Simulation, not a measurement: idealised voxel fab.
Process module, titled voxel released beams
Section cut is 270 nm wide and gridded with 5 nm square cells.
Think of the cross-section as a grid of square cells. We describe it in bands, top to bottom, and each band covers one or more rows of those cells. Within each band entry, the heights of the top and of the bottom of the band appear first, in that order and in nm; the materials of the band then follow from left to right, each with its corresponding width in nm. The designation "everywhere" on a single material indicates that it fills the band from edge to edge; the designation "air" indicates empty space. The reference from which all heights are counted is 0, the level beneath which the as-received wafer is entirely one material; the lowest band, having no lower bound, proceeds downward and is written after the example "0 and below". You'd read "30 to 40" like this: the band's top row of cells is as wide as the first number, its bottom row is as wide as the second, and going down, every row changes width by the same amount as the row before did. Where the words "no alteration" appear for a step, the cross-section shows no cell changed by that step; every cell remained as before. You'll see "Voids lacking openings" listing empty spaces that have no way open to the top, as long as they're 8 cells or more; the notation is width x height at distance, where the distance is from the left edge, and all of it is in nm. Step line, after settings: the simulator's comment on this step. A step line may carry the setting "overlay nm", which, for steps involving a mask, states the distance by which the mask lay to the right of its intended position; negative values denote displacement to the left.
[The process steps that were planned are listed below]
1 RECEIVE, material Si
2 CONFORMAL_DEP, material Al2O3, thk nm 5
3 DIRECTIONAL_DEP, material SiO2, thk nm 15
4 DIRECTIONAL_DEP, material aC, thk nm 10
5 PATTERN, tone open, mask id ANCHOR, material resist, width nm 35, thk nm 30, overlay nm 0
6 DIRECTIONAL_ETCH, etch materials aC, depth nm 10
7 STRIP, etch materials resist
8 DIRECTIONAL_ETCH, etch materials SiO2, depth nm 15
9 STRIP, etch materials aC
10 CONFORMAL_DEP, material SiN, thk nm 10
11 DIRECTIONAL_DEP, material aC, thk nm 10
12 PATTERN, tone cover, mask id BEAM, material resist, width nm 105, thk nm 25, overlay nm 0
13 DIRECTIONAL_ETCH, etch materials aC, depth nm 10
14 STRIP, etch materials resist
15 DIRECTIONAL_ETCH, etch materials SiN, depth nm 10
16 STRIP, etch materials aC
17 STRIP, etch materials SiO2
[Cross-section of the wafer at receipt, which is the condition after step 1]
	0 and below = Si everywhere
	Voids lacking openings: none
[Wafer at module end, in section. Began as above, planned as above, run with one mistake]
	30 down to 20 = air=80, SiN=50, air=140
	20 down to 15 = air=75, SiN=10, SiO2=35, SiN=10, air=140
	15 down to 5 = air=75, SiN=10, SiO2=35, SiN=65, air=85
	5 down to 0 = Al2O3 everywhere
	0 and below = Si everywhere
	Voids lacking openings: none
Which mistake was made when the wafer was run? step 5 was run on a setting that differed from the plan, and what really ran there is PATTERN, tone cover, mask id ANCHOR, material resist, width nm 35, thk nm 30, overlay nm 0
